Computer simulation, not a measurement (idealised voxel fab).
The following is a process module called voxel transistor to metal.
The width of the displayed cross-section, cut, is 155 nm; its cells are square, with a size of 5 nm.
Heads up, the way a cross-section reads in here is a grid of square cells, handed over as bands from the top down, with every band being one or more rows of cells. It is stipulated that each band's entry specify, in nanometres, the height of the top of the band and then that of its bottom, followed by the materials of the band in left-to-right sequence, each together with its width in nanometres. A single material marked by the word "all across" is understood to fill the band from edge to edge; the word "blank" is understood to denote empty space. Heights from 0 (as-received wafer is one material below). Bottom band endless downward, as "0 and below". With a width like "30->40", each row of cells in the band differs from the next by the same amount, the top row carrying the first number and the bottom row the second. Step note "everything unchanged" = no cross-section cell changed. Voids not open to the top, 8 cells minimum: see "Non-vented voids". Written width x height at distance; distance is from the left edge; nm. Whatever follows a step's settings on its line is a remark the simulator itself makes about that step. The "overlay nm" setting may appear on a step's line; for a step that uses a mask, it gives how far to the right of its planned position the mask lay, and a negative value indicates the left. Pairs from here to the end. Each: cross-section before one process step, cross-section after it, the latter only as far down as the lowest band that changed. Under each: the step between, and its settings. Mind that the pairs may be taken from different runs of this module on the same starting wafer; whether a pair continues from the pair above depends on its entry headed "Incoming structure", and it does only where that entry says so.

Incoming structure:
* 110 down to 75 | SiO2: 35 / blank: 15 / SiO2: 50 / blank: 15 / SiO2: 40
* 75 down to 70 | SiCN all across
* 70 down to 45 | lowk: 35 / Ru: 20 / lowk: 45 / Ru: 20 / lowk: 35
* 45 down to 40 | lowk: 35 / TiN: 20 / lowk: 45 / TiN: 20 / lowk: 35
* 40 down to 25 | SiO2: 35 / TiN: 5 / W: 10 / TiN: 5 / SiO2: 45 / TiN: 5 / W: 10 / TiN: 5 / SiO2: 35
* 25 down to 15 | SiO2: 35 / TiN: 5 / W: 10 / TiN: 5 / SiN: 10 / SiO2: 5 / SiCN: 15 / SiO2: 5 / SiN: 10 / TiN: 5 / W: 10 / TiN: 5 / SiO2: 35
* 15 down to 10 | SiO2: 35 / TiN: 20 / SiN: 10 / SiO2: 5 / polySi: 15 / SiO2: 5 / SiN: 10 / TiN: 20 / SiO2: 35
* 10 down to 0 | SiO2: 30 / pSi: 25 / SiN: 10 / SiO2: 5 / polySi: 15 / SiO2: 5 / SiN: 10 / pSi: 25 / SiO2: 30
* 0 down to -5 | SiO2: 30 / SiN: 10 / pSi: 15 / SiN: 10 / SiO2: 5 / polySi: 15 / SiO2: 5 / SiN: 10 / pSi: 15 / SiN: 10 / SiO2: 30
* -5 down to -10 | SiO2: 40 / pSi: 15 / SiO2: 45 / pSi: 15 / SiO2: 40
* -10 down to -25 | SiO2: 35 / Si: 5 / pSi: 15 / Si: 45 / pSi: 15 / Si: 5 / SiO2: 35
* -25 down to -60 | SiO2: 35 / Si: 85 / SiO2: 35
* -60 and below | Si all across
* Non-vented voids: none

Sectional Result:
* 130 down to 110 | resist: 35 / blank: 20 / resist: 45 / blank: 20 / resist: 35
* Rest of section, below 110: as before.
* Non-vented voids: none
The cross-sections above show the structure before and after this step: PATTERN,tone open,mask id METAL_2,material resist,width nm 20,pitch nm 65,thk nm 20,overlay nm 0

Incoming structure: see preceding pair, after cross-section.

Sectional Result:
* 130 down to 110 | resist: 35 / blank: 20 / resist: 45 / blank: 20 / resist: 35
* 110 down to 90 | SiO2: 35 / blank: 20 / SiO2: 45 / blank: 20 / SiO2: 35
* Rest of section, below 90: as before.
* Non-vented voids: none
The cross-sections above show the structure before and after this step: DIRECTIONAL_ETCH,etch materials SiO2,depth nm 20

Incoming structure: see preceding pair, after cross-section.

Sectional Result:
* 130 down to 110 | resist: 35 / blank: 20 / resist: 45 / blank: 20 / resist: 35
* 110 down to 90 | SiO2: 35 / blank: 20 / SiO2: 45 / blank: 20 / SiO2: 35
* 90 down to 75 | SiO2: 35 / blank: 15 / SiO2: 50 / blank: 15 / SiO2: 40
* 75 down to 70 | SiCN: 35 / blank: 15 / SiCN: 50 / blank: 15 / SiCN: 40
* Rest of section, below 70: as before.
* Non-vented voids: none
The cross-sections above show the structure before and after this step: DIRECTIONAL_ETCH,etch materials SiCN,depth nm 5

Incoming structure: see preceding pair, after cross-section.

Sectional Result:
* 110 down to 90 | SiO2: 35 / blank: 20 / SiO2: 45 / blank: 20 / SiO2: 35
* Rest of section, below 90: as before.
* Non-vented voids: none
The cross-sections above show the structure before and after this step: STRIP,etch materials resist

Incoming structure: see preceding pair, after cross-section.

Sectional Result:
* 115 down to 110 | TiN: 40 / blank: 10 / TiN: 55 / blank: 10 / TiN: 40
* 110 down to 95 | SiO2: 35 / TiN: 5 / blank: 10 / TiN: 5 / SiO2: 45 / TiN: 5 / blank: 10 / TiN: 5 / SiO2: 35
* 95 down to 90 | SiO2: 35 / TiN: 5 / blank: 5 / TiN: 10 / SiO2: 45 / TiN: 5 / blank: 5 / TiN: 10 / SiO2: 35
* 90 down to 75 | SiO2: 35 / TiN: 5 / blank: 5 / TiN: 5 / SiO2: 50 / TiN: 5 / blank: 5 / TiN: 5 / SiO2: 40
* 75 down to 70 | SiCN: 35 / TiN: 15 / SiCN: 50 / TiN: 15 / SiCN: 40
* Rest of section, below 70: as before.
* Non-vented voids: none
The cross-sections above show the structure before and after this step: CONFORMAL_DEP,material TiN,thk nm 5

Incoming structure: see preceding pair, after cross-section.

Sectional Result:
* 120 down to 115 | Ru all across
* 115 down to 110 | TiN: 40 / Ru: 10 / TiN: 55 / Ru: 10 / TiN: 40
* 110 down to 95 | SiO2: 35 / TiN: 5 / Ru: 10 / TiN: 5 / SiO2: 45 / TiN: 5 / Ru: 10 / TiN: 5 / SiO2: 35
* 95 down to 90 | SiO2: 35 / TiN: 5 / Ru: 5 / TiN: 10 / SiO2: 45 / TiN: 5 / Ru: 5 / TiN: 10 / SiO2: 35
* 90 down to 75 | SiO2: 35 / TiN: 5 / Ru: 5 / TiN: 5 / SiO2: 50 / TiN: 5 / Ru: 5 / TiN: 5 / SiO2: 40
* Rest of section, below 75: as before.
* Non-vented voids: none
The cross-sections above show the structure before and after this step: FILL_DEP,material Ru,thk nm 5

Incoming structure: see preceding pair, after cross-section.

Sectional Result:
* 110 down to 95 | SiO2: 35 / TiN: 5 / Ru: 10 / TiN: 5 / SiO2: 45 / TiN: 5 / Ru: 10 / TiN: 5 / SiO2: 35
* Rest of section, below 95: as before.
* Non-vented voids: none
The cross-sections above show the structure before and after this step: CMP,height nm 110

Incoming structure: see preceding pair, after cross-section.

Sectional Result:
* 115 down to 110 | SiCN all across
* Rest of section, below 110: as before.
* Non-vented voids: none
The cross-sections above show the structure before and after this step: CONFORMAL_DEP,material SiCN,thk nm 5

Incoming structure:
* 15 down to 0 | SiO2: 30 / SiN: 95 / SiO2: 30
* 0 down to -5 | SiO2 all across
* -5 down to -35 | SiO2: 35 / Si: 85 / SiO2: 35
* -35 and below | Si all across
* Non-vented voids: none

Sectional Result:
* 15 down to 0 | SiO2: 30 / blank: 95 / SiO2: 30
* Rest of section, below 0: as before.
* Non-vented voids: none
The cross-sections above show the structure before and after this step: STRIP,etch materials SiN

Incoming structure: see preceding pair, after cross-section.

Sectional Result:
* 5 down to -5 | SiO2: 20 / blank: 115 / SiO2: 20
* -5 down to -10 | SiO2: 20 / blank: 15 / Si: 85 / blank: 15 / SiO2: 20
* Rest of section, below -10: as before.
* Non-vented voids: none
The cross-sections above show the structure before and after this step: SELECTIVE_ETCH,etch materials SiO2,depth nm 10

Incoming structure: see preceding pair, after cross-section.

Sectional Result:
* 0 down to -5 | SiO2: 15 / blank: 125 / SiO2: 15
* -5 down to -15 | SiO2: 15 / blank: 20 / Si: 85 / blank: 20 / SiO2: 15
* Rest of section, below -15: as before.
* Non-vented voids: none
The cross-sections above show the structure before and after this step: SELECTIVE_ETCH,etch materials SiO2,depth nm 5

Incoming structure: see preceding pair, after cross-section.

Sectional Result:
* 0 down to -5 | SiO2: 15 / blank: 125 / SiO2: 15
* -5 down to -10 | SiO2: 15 / blank: 20 / SiO2: 85 / blank: 20 / SiO2: 15
* -10 down to -15 | SiO2: 15 / blank: 20 / SiO2: 5 / Si: 75 / SiO2: 5 / blank: 20 / SiO2: 15
* -15 down to -20 | SiO2: 40 / Si: 75 / SiO2: 40
* Rest of section, below -20: as before.
* Non-vented voids: none
The cross-sections above show the structure before and after this step: OXIDIZE,depth nm 5

Incoming structure: see preceding pair, after cross-section.

Sectional Result:
* 20 down to 15 | polySi: 15 / blank: 125 / polySi: 15
* 15 down to 5 | polySi: 15 / blank: 20 / polySi: 85 / blank: 20 / polySi: 15
* 5 down to 0 | polySi all across
* 0 down to -5 | SiO2: 15 / polySi: 125 / SiO2: 15
* -5 down to -10 | SiO2: 15 / polySi: 20 / SiO2: 85 / polySi: 20 / SiO2: 15
* -10 down to -15 | SiO2: 15 / polySi: 20 / SiO2: 5 / Si: 75 / SiO2: 5 / polySi: 20 / SiO2: 15
* Rest of section, below -15: as before.
* Non-vented voids: none
The cross-sections above show the structure before and after this step: DIRECTIONAL_DEP,material polySi,thk nm 20

Incoming structure: see preceding pair, after cross-section.

Sectional Result:
* 30 down to 25 | SiCN: 15 / blank: 125 / SiCN: 15
* 25 down to 20 | SiCN: 15 / blank: 20 / SiCN: 85 / blank: 20 / SiCN: 15
* 20 down to 15 | polySi: 15 / blank: 20 / SiCN: 85 / blank: 20 / polySi: 15
* 15 down to 5 | polySi: 15 / SiCN: 20 / polySi: 85 / SiCN: 20 / polySi: 15
* Rest of section, below 5: as before.
* Non-vented voids: none
The cross-sections above show the structure before and after this step: DIRECTIONAL_DEP,material SiCN,thk nm 10

Incoming structure: see preceding pair, after cross-section.

Sectional Result:
* 25 down to 20 | blank: 70 / SiCN: 15 / blank: 70
* 20 down to 15 | polySi: 15 / blank: 55 / SiCN: 15 / blank: 55 / polySi: 15
* 15 down to 5 | polySi: 15 / blank: 20 / polySi: 85 / blank: 20 / polySi: 15
* Rest of section, below 5: as before.
* Non-vented voids: none
The cross-sections above show the structure before and after this step: MASKED_ETCH,tone cover,mask id GATE,width nm 15,etch materials SiCN,depth nm 20,overlay nm 0

Incoming structure: see preceding pair, after cross-section.

Sectional Result:
* 25 down to 15 | blank: 70 / SiCN: 15 / blank: 70
* 15 down to 0 | blank: 70 / polySi: 15 / blank: 70
* 0 down to -5 | SiO2: 15 / blank: 55 / polySi: 15 / blank: 55 / SiO2: 15
* -5 down to -10 | SiO2: 15 / blank: 20 / SiO2: 85 / blank: 20 / SiO2: 15
* -10 down to -15 | SiO2: 15 / blank: 20 / SiO2: 5 / Si: 75 / SiO2: 5 / blank: 20 / SiO2: 15
* Rest of section, below -15: as before.
* Non-vented voids: none
The cross-sections above show the structure before and after this step: MASKED_ETCH,tone cover,mask id GATE,width nm 15,etch materials polySi,depth nm 30,overlay nm 0

Incoming structure: see preceding pair, after cross-section.

Sectional Result:
* 30 down to 25 | blank: 65 / SiO2: 25 / blank: 65
* 25 down to 15 | blank: 65 / SiO2: 5 / SiCN: 15 / SiO2: 5 / blank: 65
* 15 down to 5 | blank: 65 / SiO2: 5 / polySi: 15 / SiO2: 5 / blank: 65
* 5 down to -5 | SiO2: 20 / blank: 45->10 / SiO2: 5->40 / polySi: 15 / SiO2: 5->40 / blank: 45->10 / SiO2: 20
* -5 down to -10 | SiO2: 20 / blank: 10 / SiO2: 95 / blank: 10 / SiO2: 20
* -10 down to -20 | SiO2: 40 / Si: 75 / SiO2: 40
* Rest of section, below -20: as before.
* Non-vented voids: none
The cross-sections above show the structure before and after this step: CONFORMAL_DEP,material SiO2,thk nm 5

Incoming structure: see preceding pair, after cross-section.

Sectional Result:
* 25 down to 15 | blank: 65 / SiO2: 5 / SiCN: 15 / SiO2: 5 / blank: 65
* 15 down to 0 | blank: 65 / SiO2: 5 / polySi: 15 / SiO2: 5 / blank: 65
* 0 down to -5 | SiO2: 20 / blank: 45 / SiO2: 5 / polySi: 15 / SiO2: 5 / blank: 45 / SiO2: 20
* -5 down to -10 | SiO2: 20 / blank: 10 / SiO2: 95 / blank: 10 / SiO2: 20
* -10 down to -15 | SiO2: 20 / blank: 10 / SiO2: 10 / Si: 75 / SiO2: 10 / blank: 10 / SiO2: 20
* Rest of section, below -15: as before.
* Non-vented voids: none
The cross-sections above show the structure before and after this step: DIRECTIONAL_ETCH,etch materials SiO2,depth nm 5

Incoming structure: see preceding pair, after cross-section.

Sectional Result:
* 35 down to 25 | blank: 55 / SiN: 45 / blank: 55
* 25 down to 15 | blank: 55 / SiN: 10 / SiO2: 5 / SiCN: 15 / SiO2: 5 / SiN: 10 / blank: 55
* 15 down to 10 | blank: 55 / SiN: 10 / SiO2: 5 / polySi: 15 / SiO2: 5 / SiN: 10 / blank: 55
* 10 down to 5 | SiN: 30 / blank: 25 / SiN: 10 / SiO2: 5 / polySi: 15 / SiO2: 5 / SiN: 10 / blank: 25 / SiN: 30
* 5 down to 0 | SiN: 65 / SiO2: 5 / polySi: 15 / SiO2: 5 / SiN: 65
* 0 down to -5 | SiO2: 20 / SiN: 45 / SiO2: 5 / polySi: 15 / SiO2: 5 / SiN: 45 / SiO2: 20
* -5 down to -10 | SiO2: 20 / SiN: 10 / SiO2: 95 / SiN: 10 / SiO2: 20
* -10 down to -15 | SiO2: 20 / SiN: 10 / SiO2: 10 / Si: 75 / SiO2: 10 / SiN: 10 / SiO2: 20
* Rest of section, below -15: as before.
* Non-vented voids: none
The cross-sections above show the structure before and after this step: CONFORMAL_DEP,material SiN,thk nm 10

Incoming structure: see preceding pair, after cross-section.

Sectional Result:
* 25 down to 15 | blank: 55 / SiN: 10 / SiO2: 5 / SiCN: 15 / SiO2: 5 / SiN: 10 / blank: 55
* 15 down to 0 | blank: 55 / SiN: 10 / SiO2: 5 / polySi: 15 / SiO2: 5 / SiN: 10 / blank: 55
* 0 down to -5 | SiO2: 20 / SiN: 10 / blank: 25 / SiN: 10 / SiO2: 5 / polySi: 15 / SiO2: 5 / SiN: 10 / blank: 25 / SiN: 10 / SiO2: 20
* Rest of section, below -5: as before.
* Non-vented voids: none
The cross-sections above show the structure before and after this step: DIRECTIONAL_ETCH,etch materials SiN,depth nm 10

Incoming structure: see preceding pair, after cross-section.

Sectional Result:
* 25 down to 20 | blank: 55 / SiN: 10 / blank: 5 / SiCN: 15 / blank: 5 / SiN: 10 / blank: 55
* 20 down to 15 | blank: 55 / SiN: 10 / SiO2: 5 / SiCN: 15 / SiO2: 5 / SiN: 10 / blank: 55
* 15 down to 0 | blank: 55 / SiN: 10 / SiO2: 5 / polySi: 15 / SiO2: 5 / SiN: 10 / blank: 55
* 0 down to -5 | blank: 20 / SiN: 10 / blank: 25 / SiN: 10 / SiO2: 5 / polySi: 15 / SiO2: 5 / SiN: 10 / blank: 25 / SiN: 10 / blank: 20
* -5 down to -10 | SiO2: 20 / SiN: 10 / blank: 25 / SiO2: 45 / blank: 25 / SiN: 10 / SiO2: 20
* Rest of section, below -10: as before.
* Non-vented voids: none
The cross-sections above show the structure before and after this step: DIRECTIONAL_ETCH,etch materials SiO2,depth nm 5

Incoming structure: see preceding pair, after cross-section.

Sectional Result:
* 25 down to 20 | blank: 55 / SiN: 10 / blank: 5 / SiCN: 15 / blank: 5 / SiN: 10 / blank: 55
* 20 down to 15 | blank: 55 / SiN: 10 / SiO2: 5 / SiCN: 15 / SiO2: 5 / SiN: 10 / blank: 55
* 15 down to 0 | blank: 55 / SiN: 10 / SiO2: 5 / polySi: 15 / SiO2: 5 / SiN: 10 / blank: 55
* 0 down to -5 | blank: 20 / SiN: 10 / blank: 25 / SiN: 10 / SiO2: 5 / polySi: 15 / SiO2: 5 / SiN: 10 / blank: 25 / SiN: 10 / blank: 20
* -5 down to -10 | SiO2: 20 / SiN: 10 / blank: 25 / SiO2: 45 / blank: 25 / SiN: 10 / SiO2: 20
* -10 down to -15 | SiO2: 20 / SiN: 10 / SiO2: 10 / blank: 15 / Si: 45 / blank: 15 / SiO2: 10 / SiN: 10 / SiO2: 20
* -15 down to -20 | SiO2: 40 / blank: 15 / Si: 45 / blank: 15 / SiO2: 40
* -20 down to -25 | SiO2: 35 / Si: 5 / blank: 15 / Si: 45 / blank: 15 / Si: 5 / SiO2: 35
* Rest of section, below -25: as before.
* Non-vented voids: none
The cross-sections above show the structure before and after this step: DIRECTIONAL_ETCH,etch materials Si,depth nm 15

Incoming structure: see preceding pair, after cross-section.

Sectional Result:
* 25 down to 20 | blank: 55 / SiN: 10 / blank: 5 / SiCN: 15 / blank: 5 / SiN: 10 / blank: 55
* 20 down to 15 | blank: 55 / SiN: 10 / SiO2: 5 / SiCN: 15 / SiO2: 5 / SiN: 10 / blank: 55
* 15 down to 10 | blank: 55 / SiN: 10 / SiO2: 5 / polySi: 15 / SiO2: 5 / SiN: 10 / blank: 55
* 10 down to 0 | blank: 35 / pSi: 20 / SiN: 10 / SiO2: 5 / polySi: 15 / SiO2: 5 / SiN: 10 / pSi: 20 / blank: 35
* 0 down to -5 | blank: 20 / SiN: 10 / pSi: 25 / SiN: 10 / SiO2: 5 / polySi: 15 / SiO2: 5 / SiN: 10 / pSi: 25 / SiN: 10 / blank: 20
* -5 down to -10 | SiO2: 20 / SiN: 10 / pSi: 25 / SiO2: 45 / pSi: 25 / SiN: 10 / SiO2: 20
* -10 down to -15 | SiO2: 20 / SiN: 10 / SiO2: 10 / pSi: 15 / Si: 45 / pSi: 15 / SiO2: 10 / SiN: 10 / SiO2: 20
* -15 down to -20 | SiO2: 40 / pSi: 15 / Si: 45 / pSi: 15 / SiO2: 40
* -20 down to -25 | SiO2: 35 / Si: 5 / pSi: 15 / Si: 45 / pSi: 15 / Si: 5 / SiO2: 35
* Rest of section, below -25: as before.
* Non-vented voids: none
The cross-sections above show the structure before and after this step: EPI,material pSi,thk nm 20

Incoming structure: see preceding pair, after cross-section.

Sectional Result:
* 35 down to 25 | SiO2 all across
* 25 down to 15 | SiO2: 55 / SiN: 10 / SiO2: 5 / SiCN: 15 / SiO2: 5 / SiN: 10 / SiO2: 55
* 15 down to 10 | SiO2: 55 / SiN: 10 / SiO2: 5 / polySi: 15 / SiO2: 5 / SiN: 10 / SiO2: 55
* 10 down to 0 | SiO2: 35 / pSi: 20 / SiN: 10 / SiO2: 5 / polySi: 15 / SiO2: 5 / SiN: 10 / pSi: 20 / SiO2: 35
* 0 down to -5 | SiO2: 20 / SiN: 10 / pSi: 25 / SiN: 10 / SiO2: 5 / polySi: 15 / SiO2: 5 / SiN: 10 / pSi: 25 / SiN: 10 / SiO2: 20
* Rest of section, below -5: as before.
* Non-vented voids: none
The cross-sections above show the structure before and after this step: FILL_DEP,material SiO2,thk nm 10

Incoming structure: see preceding pair, after cross-section.

Sectional Result:
* 25 down to 15 | SiO2: 55 / SiN: 10 / SiO2: 5 / SiCN: 15 / SiO2: 5 / SiN: 10 / SiO2: 55
* Rest of section, below 15: as before.
* Non-vented voids: none
The cross-sections above show the structure before and after this step: CMP,height nm 25

Incoming structure: see preceding pair, after cross-section.

Sectional Result:
* 40 down to 25 | SiO2 all across
* Rest of section, below 25: as before.
* Non-vented voids: none
The cross-sections above show the structure before and after this step: DIRECTIONAL_DEP,material SiO2,thk nm 15

Incoming structure: see preceding pair, after cross-section.

Sectional Result:
* 55 down to 40 | resist: 35 / blank: 20 / resist: 45 / blank: 20 / resist: 35
* Rest of section, below 40: as before.
* Non-vented voids: none
The cross-sections above show the structure before and after this step: PATTERN,tone open,mask id CONTACT,material resist,width nm 20,pitch nm 65,thk nm 15,overlay nm 0

Incoming structure: see preceding pair, after cross-section.

Sectional Result:
* 55 down to 40 | resist: 35 / blank: 20 / resist: 45 / blank: 20 / resist: 35
* 40 down to 25 | SiO2: 35 / blank: 20 / SiO2: 45 / blank: 20 / SiO2: 35
* 25 down to 15 | SiO2: 35 / blank: 20 / SiN: 10 / SiO2: 5 / SiCN: 15 / SiO2: 5 / SiN: 10 / blank: 20 / SiO2: 35
* 15 down to 10 | SiO2: 35 / blank: 20 / SiN: 10 / SiO2: 5 / polySi: 15 / SiO2: 5 / SiN: 10 / blank: 20 / SiO2: 35
* Rest of section, below 10: as before.
* Non-vented voids: none
The cross-sections above show the structure before and after this step: DIRECTIONAL_ETCH,etch materials SiO2,depth nm 30

Incoming structure: see preceding pair, after cross-section.

Sectional Result:
* 40 down to 25 | SiO2: 35 / blank: 20 / SiO2: 45 / blank: 20 / SiO2: 35
* Rest of section, below 25: as before.
* Non-vented voids: none
The cross-sections above show the structure before and after this step: STRIP,etch materials resist

Incoming structure: see preceding pair, after cross-section.

Sectional Result:
* 45 down to 40 | TiN: 40 / blank: 10 / TiN: 55 / blank: 10 / TiN: 40
* 40 down to 25 | SiO2: 35 / TiN: 5 / blank: 10 / TiN: 5 / SiO2: 45 / TiN: 5 / blank: 10 / TiN: 5 / SiO2: 35
* 25 down to 15 | SiO2: 35 / TiN: 5 / blank: 10 / TiN: 5 / SiN: 10 / SiO2: 5 / SiCN: 15 / SiO2: 5 / SiN: 10 / TiN: 5 / blank: 10 / TiN: 5 / SiO2: 35
* 15 down to 10 | SiO2: 35 / TiN: 20 / SiN: 10 / SiO2: 5 / polySi: 15 / SiO2: 5 / SiN: 10 / TiN: 20 / SiO2: 35
* Rest of section, below 10: as before.
* Non-vented voids: none
The cross-sections above show the structure before and after this step: CONFORMAL_DEP,material TiN,thk nm 5

Incoming structure: see preceding pair, after cross-section.

Sectional Result:
* 50 down to 45 | W all across
* 45 down to 40 | TiN: 40 / W: 10 / TiN: 55 / W: 10 / TiN: 40
* 40 down to 25 | SiO2: 35 / TiN: 5 / W: 10 / TiN: 5 / SiO2: 45 / TiN: 5 / W: 10 / TiN: 5 / SiO2: 35
* 25 down to 15 | SiO2: 35 / TiN: 5 / W: 10 / TiN: 5 / SiN: 10 / SiO2: 5 / SiCN: 15 / SiO2: 5 / SiN: 10 / TiN: 5 / W: 10 / TiN: 5 / SiO2: 35
* Rest of section, below 15: as before.
* Non-vented voids: none
The cross-sections above show the structure before and after this step: FILL_DEP,material W,thk nm 5

Incoming structure: see preceding pair, after cross-section.

Sectional Result:
* 40 down to 25 | SiO2: 35 / TiN: 5 / W: 10 / TiN: 5 / SiO2: 45 / TiN: 5 / W: 10 / TiN: 5 / SiO2: 35
* Rest of section, below 25: as before.
* Non-vented voids: none
The cross-sections above show the structure before and after this step: CMP,height nm 40

Incoming structure: see preceding pair, after cross-section.

Sectional Result:
* 45 down to 40 | TiN all across
* Rest of section, below 40: as before.
* Non-vented voids: none
The cross-sections above show the structure before and after this step: DIRECTIONAL_DEP,material TiN,thk nm 5

Incoming structure: see preceding pair, after cross-section.

Sectional Result:
* 70 down to 45 | Ru all across
* Rest of section, below 45: as before.
* Non-vented voids: none
The cross-sections above show the structure before and after this step: DIRECTIONAL_DEP,material Ru,thk nm 25

Incoming structure: see preceding pair, after cross-section.

Sectional Result:
* 85 down to 70 | blank: 35 / resist: 20 / blank: 45 / resist: 20 / blank: 35
* Rest of section, below 70: as before.
* Non-vented voids: none
The cross-sections above show the structure before and after this step: PATTERN,tone cover,mask id METAL_1,material resist,width nm 20,pitch nm 65,thk nm 15,overlay nm 0

Incoming structure: see preceding pair, after cross-section.

Sectional Result:
* 85 down to 70 | blank: 35 / resist: 20 / blank: 45 / resist: 20 / blank: 35
* 70 down to 45 | blank: 35 / Ru: 20 / blank: 45 / Ru: 20 / blank: 35
* Rest of section, below 45: as before.
* Non-vented voids: none
The cross-sections above show the structure before and after this step: DIRECTIONAL_ETCH,etch materials Ru,depth nm 25

Incoming structure: see preceding pair, after cross-section.

Sectional Result:
* 85 down to 70 | blank: 35 / resist: 20 / blank: 45 / resist: 20 / blank: 35
* 70 down to 45 | blank: 35 / Ru: 20 / blank: 45 / Ru: 20 / blank: 35
* 45 down to 40 | blank: 35 / TiN: 20 / blank: 45 / TiN: 20 / blank: 35
* Rest of section, below 40: as before.
* Non-vented voids: none
The cross-sections above show the structure before and after this step: DIRECTIONAL_ETCH,etch materials TiN,depth nm 5

Incoming structure: see preceding pair, after cross-section.

Sectional Result:
* 70 down to 45 | blank: 35 / Ru: 20 / blank: 45 / Ru: 20 / blank: 35
* Rest of section, below 45: as before.
* Non-vented voids: none
The cross-sections above show the structure before and after this step: STRIP,etch materials resist

Incoming structure: see preceding pair, after cross-section.

Sectional Result:
* 80 down to 70 | lowk all across
* 70 down to 45 | lowk: 35 / Ru: 20 / lowk: 45 / Ru: 20 / lowk: 35
* 45 down to 40 | lowk: 35 / TiN: 20 / lowk: 45 / TiN: 20 / lowk: 35
* Rest of section, below 40: as before.
* Non-vented voids: none
The cross-sections above show the structure before and after this step: FILL_DEP,material lowk,thk nm 10

Incoming structure: see preceding pair, after cross-section.

Sectional Result:
* 70 down to 45 | lowk: 35 / Ru: 20 / lowk: 45 / Ru: 20 / lowk: 35
* Rest of section, below 45: as before.
* Non-vented voids: none
The cross-sections above show the structure before and after this step: CMP,height nm 70

Incoming structure: see preceding pair, after cross-section.

Sectional Result:
* 75 down to 70 | SiCN all across
* Rest of section, below 70: as before.
* Non-vented voids: none
The cross-sections above show the structure before and after this step: CONFORMAL_DEP,material SiCN,thk nm 5

Incoming structure: see preceding pair, after cross-section.

Sectional Result:
* 110 down to 75 | SiO2 all across
* Rest of section, below 75: as before.
* Non-vented voids: none
The cross-sections above show the structure before and after this step: DIRECTIONAL_DEP,material SiO2,thk nm 35

Incoming structure: see preceding pair, after cross-section.

Sectional Result:
* 110 down to 75 | SiO2: 35 / blank: 15 / SiO2: 50 / blank: 15 / SiO2: 40
* Rest of section, below 75: as before.
* Non-vented voids: none
The cross-sections above show the structure before and after this step: MASKED_ETCH,tone open,mask id METAL_2_HOLES,width nm 15,pitch nm 65,etch materials SiO2,depth nm 35,overlay nm 0

Incoming structure: see preceding pair, after cross-section.

Sectional Result:
* 130 down to 110 | resist: 35 / blank: 20 / resist: 45 / blank: 20 / resist: 35
* Rest of section, below 110: as before.
* Non-vented voids: none
The cross-sections above show the structure before and after this step: PATTERN,tone open,mask id METAL_2,material resist,width nm 20,pitch nm 65,thk nm 20,overlay nm 0

Incoming structure: see preceding pair, after cross-section.

Sectional Result:
* 130 down to 110 | resist: 35 / blank: 20 / resist: 45 / blank: 20 / resist: 35
* 110 down to 90 | SiO2: 35 / blank: 20 / SiO2: 45 / blank: 20 / SiO2: 35
* Rest of section, below 90: as before.
* Non-vented voids: none
The cross-sections above show the structure before and after this step: DIRECTIONAL_ETCH,etch materials SiO2,depth nm 20

Incoming structure: see preceding pair, after cross-section.

Sectional Result:
* 130 down to 110 | resist: 35 / blank: 20 / resist: 45 / blank: 20 / resist: 35
* 110 down to 90 | SiO2: 35 / blank: 20 / SiO2: 45 / blank: 20 / SiO2: 35
* 90 down to 75 | SiO2: 35 / blank: 15 / SiO2: 50 / blank: 15 / SiO2: 40
* 75 down to 70 | SiCN: 35 / blank: 15 / SiCN: 50 / blank: 15 / SiCN: 40
* Rest of section, below 70: as before.
* Non-vented voids: none
The cross-sections above show the structure before and after this step: DIRECTIONAL_ETCH,etch materials SiCN,depth nm 5

Incoming structure: see preceding pair, after cross-section.

Sectional Result:
* 110 down to 90 | SiO2: 35 / blank: 20 / SiO2: 45 / blank: 20 / SiO2: 35
* Rest of section, below 90: as before.
* Non-vented voids: none
The cross-sections above show the structure before and after this step: STRIP,etch materials resist

Incoming structure: see preceding pair, after cross-section.

Sectional Result:
* 115 down to 110 | TiN: 40 / blank: 10 / TiN: 55 / blank: 10 / TiN: 40
* 110 down to 95 | SiO2: 35 / TiN: 5 / blank: 10 / TiN: 5 / SiO2: 45 / TiN: 5 / blank: 10 / TiN: 5 / SiO2: 35
* 95 down to 90 | SiO2: 35 / TiN: 5 / blank: 5 / TiN: 10 / SiO2: 45 / TiN: 5 / blank: 5 / TiN: 10 / SiO2: 35
* 90 down to 75 | SiO2: 35 / TiN: 5 / blank: 5 / TiN: 5 / SiO2: 50 / TiN: 5 / blank: 5 / TiN: 5 / SiO2: 40
* 75 down to 70 | SiCN: 35 / TiN: 15 / SiCN: 50 / TiN: 15 / SiCN: 40
* Rest of section, below 70: as before.
* Non-vented voids: none
The cross-sections above show the structure before and after this step: CONFORMAL_DEP,material TiN,thk nm 5

Incoming structure: see preceding pair, after cross-section.

Sectional Result:
* 120 down to 115 | Ru all across
* 115 down to 110 | TiN: 40 / Ru: 10 / TiN: 55 / Ru: 10 / TiN: 40
* 110 down to 95 | SiO2: 35 / TiN: 5 / Ru: 10 / TiN: 5 / SiO2: 45 / TiN: 5 / Ru: 10 / TiN: 5 / SiO2: 35
* 95 down to 90 | SiO2: 35 / TiN: 5 / Ru: 5 / TiN: 10 / SiO2: 45 / TiN: 5 / Ru: 5 / TiN: 10 / SiO2: 35
* 90 down to 75 | SiO2: 35 / TiN: 5 / Ru: 5 / TiN: 5 / SiO2: 50 / TiN: 5 / Ru: 5 / TiN: 5 / SiO2: 40
* Rest of section, below 75: as before.
* Non-vented voids: none
The cross-sections above show the structure before and after this step: FILL_DEP,material Ru,thk nm 5

Incoming structure: see preceding pair, after cross-section.

Sectional Result:
* 110 down to 95 | SiO2: 35 / TiN: 5 / Ru: 10 / TiN: 5 / SiO2: 45 / TiN: 5 / Ru: 10 / TiN: 5 / SiO2: 35
* Rest of section, below 95: as before.
* Non-vented voids: none
The cross-sections above show the structure before and after this step: CMP,height nm 110

Incoming structure: see preceding pair, after cross-section.

Sectional Result:
* 115 down to 110 | SiCN all across
* Rest of section, below 110: as before.
* Non-vented voids: none
The cross-sections above show the structure before and after this step: CONFORMAL_DEP,material SiCN,thk nm 5

Incoming structure:
* 20 down to 15 | polySi: 25 / blank: 105 / polySi: 25
* 15 down to 0 | polySi all across
* 0 down to -5 | SiO2: 25 / polySi: 105 / SiO2: 25
* -5 down to -10 | SiO2 all across
* -10 down to -35 | SiO2: 35 / Si: 85 / SiO2: 35
* -35 and below | Si all across
* Non-vented voids: none

Sectional Result:
* 25 down to 20 | SiCN: 25 / blank: 105 / SiCN: 25
* 20 down to 15 | polySi: 25 / SiCN: 105 / polySi: 25
* Rest of section, below 15: as before.
* Non-vented voids: none
The cross-sections above show the structure before and after this step: DIRECTIONAL_DEP,material SiCN,thk nm 5
